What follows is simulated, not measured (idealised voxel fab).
Presented below is a process module, voxel ribs on slabs.
Each square cell in cross-section cut measures 5 nm, and the section as a whole is 175 nm wide.
In what follows, cross-sections appear as grids of square cells, described through bands that run from the top down, where every band is one or more rows of cells.
A band entry consists of two parts. The first gives the height of the band's top and the height of its bottom, in nm. The rest lists the band's materials from left to right, each with its width in nm. A single material labelled with the word "all across" fills the band from edge to edge, and the word "air" marks empty space.
Ref level 0: as-received wafer is one material below here. Bottom band extends down with no lower bound ("0 -> down").
Note: "30..40" means the width goes from the first number (top row of the band) to the second number (bottom row) in equal steps per row of cells.
"remained unchanged", as given for a step, is the statement that not any cell of the cross-section underwent a change during that step.
Voids not open to the top, 8 cells minimum: see "Sealed void listing". Written width x height at distance; distance is from the left edge; nm.
Text after the settings on a step's line: the simulator's own remark on that step.
You can add "overlay nm" to a step's line. For a step with a mask, it describes how far the mask lay to the right of its planned position, and a negative number describes a lay to the left.
# The planned process steps are enumerated hereunder
| 1 | op RECEIVE | material Si |
| 2 | op DIRECTIONAL_DEP | material SiO2 | thk nm 30 |
| 3 | op DIRECTIONAL_DEP | material SiN | thk nm 20 |
| 4 | op PATTERN | tone cover | mask id RIB | material resist | width nm 20 | thk nm 20 | overlay nm 0 |
| 5 | op DIRECTIONAL_ETCH | etch materials SiN | depth nm 15 |
| 6 | op STRIP | etch materials resist |
| 7 | op PATTERN | tone cover | mask id SLAB | material resist | width nm 60 | thk nm 20 | overlay nm 0 |
| 8 | op DIRECTIONAL_ETCH | etch materials SiN | depth nm 5 |
| 9 | op STRIP | etch materials resist |
| 10 | op FILL_DEP | material SiO2 | thk nm 15 |
| 11 | op CMP | height nm 60 |
| 12 | op DIRECTIONAL_DEP | material TiN | thk nm 10 |
| 13 | op DIRECTIONAL_DEP | material aC | thk nm 10 |
| 14 | op PATTERN | tone cover | mask id HEATER | material resist | width nm 30 | thk nm 25 | overlay nm 0 |
| 15 | op DIRECTIONAL_ETCH | etch materials aC | depth nm 10 |
| 16 | op STRIP | etch materials resist |
| 17 | op DIRECTIONAL_ETCH | etch materials TiN | depth nm 10 |
| 18 | op STRIP | etch materials aC |
| 19 | op CONFORMAL_DEP | material SiN | thk nm 5 |
# Wafer at receipt (post step 1), cross-section
  0 -> down  Si all across
  Sealed void listing: none
# Run as planned - first of the two wafers cross-sectioned at the end of the module
  75 -> 70  65 of air; 40 of SiN; 70 of air
  70 -> 65  65 of air; 5 of SiN; 30 of TiN; 5 of SiN; 70 of air
  65 -> 60  70 of SiN; 30 of TiN; 75 of SiN
  60 -> 50  SiO2 all across
  50 -> 35  75 of SiO2; 20 of SiN; 80 of SiO2
  35 -> 30  55 of SiO2; 60 of SiN; 60 of SiO2
  30 -> 0  SiO2 all across
  0 -> down  Si all across
  Sealed void listing: none
# Here's the second of our two wafers sectioned at module end. Same start as the first, same plan, but one mistake got made running it
  75 -> 70  65 of air; 40 of SiN; 70 of air
  70 -> 65  65 of air; 5 of SiN; 30 of TiN; 5 of SiN; 70 of air
  65 -> 60  70 of SiN; 30 of TiN; 75 of SiN
  60 -> 20  SiO2 all across
  20 -> 0  SiN all across
  0 -> down  Si all across
  Sealed void listing: none
Run error: a sequencing error occurred in which plan steps 2 and 3 were transposed
Wafer comparison, final, in cells, second relative to first, materials more or fewer: +116 SiN, -116 SiO2
